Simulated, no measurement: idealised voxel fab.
process module | voxel self aligned contacts
cross-section cut | 145 nm wide | cells 5 nm
A cross-section is a grid of square cells, given in bands from the top down. A band is one or more rows of cells.
Each band's line starts with the height of the band's top and of its bottom, in nm. Then come its materials from left to right, each with its width in nm. One material with "throughout" fills the band from edge to edge. "air" is empty space.
Height 0 is the level under which the wafer as received is all one material. The lowest band goes on downwards, as in "0 down".
A width such as "30 to 40" changes by the same amount from each row of cells to the next, from the band's top row to its bottom row.
"no change" after a step means that no cell of the cross-section changed.
closed voids: empty space of 8 cells or more with no open way to the top, each as width x height at its distance from the left edge, in nm
after a step's settings: what the simulator itself notes on the step
overlay nm, on a step with a mask: how far to the right of its planned place the mask lay; to the left if negative
plan
1 op RECEIVE | material Si
2 op CONFORMAL_DEP | material SiO2 | thk nm 5
3 op DIRECTIONAL_DEP | material polySi | thk nm 20
4 op DIRECTIONAL_DEP | material SiN | thk nm 20
5 op PATTERN | tone cover | mask id GATE | material resist | width nm 35 | pitch nm 70 | thk nm 15 | overlay nm 0
6 op DIRECTIONAL_ETCH | etch materials SiN | depth nm 20
7 op DIRECTIONAL_ETCH | etch materials polySi | depth nm 20
8 op STRIP | etch materials resist
9 op CONFORMAL_DEP | material SiN | thk nm 10
10 op DIRECTIONAL_ETCH | etch materials SiN | depth nm 10
11 op FILL_DEP | material SiO2 | thk nm 15
12 op CMP | height nm 55
13 op DIRECTIONAL_DEP | material aC | thk nm 15
14 op PATTERN | tone open | mask id CONTACT | material resist | width nm 55 | thk nm 30 | overlay nm 0
15 op DIRECTIONAL_ETCH | etch materials aC | depth nm 15
16 op STRIP | etch materials resist
17 op DIRECTIONAL_ETCH | etch materials SiO2 | depth nm 55
18 op STRIP | etch materials aC
19 op CONFORMAL_DEP | material TiN | thk nm 5
20 op FILL_DEP | material W | thk nm 10
21 op CMP | height nm 55
22 op CONFORMAL_DEP | material SiN | thk nm 5
as received, after step 1
  0 down: Si throughout
  closed voids: none
first wafer at the end, as planned
  60 to 55: SiN throughout
  55 to 45: SiO2 45 | TiN 5 to 25 | W 45 to 5 | TiN 5 to 25 | SiO2 45
  45 to 25: SiO2 10 | SiN 55 | TiN 5 | W 5 | TiN 5 | SiN 55 | SiO2 10
  25 to 5: SiO2 10 | SiN 10 | polySi 35 | SiN 10 | TiN 5 | W 5 | TiN 5 | SiN 10 | polySi 35 | SiN 10 | SiO2 10
  5 to 0: SiO2 65 | TiN 15 | SiO2 65
  0 down: Si throughout
  closed voids: none
second wafer at the end: like start, like plan, one mistake
  60 to 55: SiN throughout
  55 to 45: SiO2 50 | TiN 5 to 20 | W 35 to 5 | TiN 5 to 20 | SiO2 50
  45 to 25: SiO2 10 | SiN 55 | TiN 5 | W 5 | TiN 5 | SiN 55 | SiO2 10
  25 to 5: SiO2 10 | SiN 10 | polySi 35 | SiN 10 | TiN 5 | W 5 | TiN 5 | SiN 10 | polySi 35 | SiN 10 | SiO2 10
  5 to 0: SiO2 65 | TiN 15 | SiO2 65
  0 down: Si throughout
  closed voids: none
what went wrong: step 14 ran as: op PATTERN | tone open | mask id CONTACT | material resist | width nm 45 | thk nm 30 | overlay nm 0
at the end the second wafer has, in cells: 4 more of SiO2 | 2 fewer of TiN | 2 fewer of W
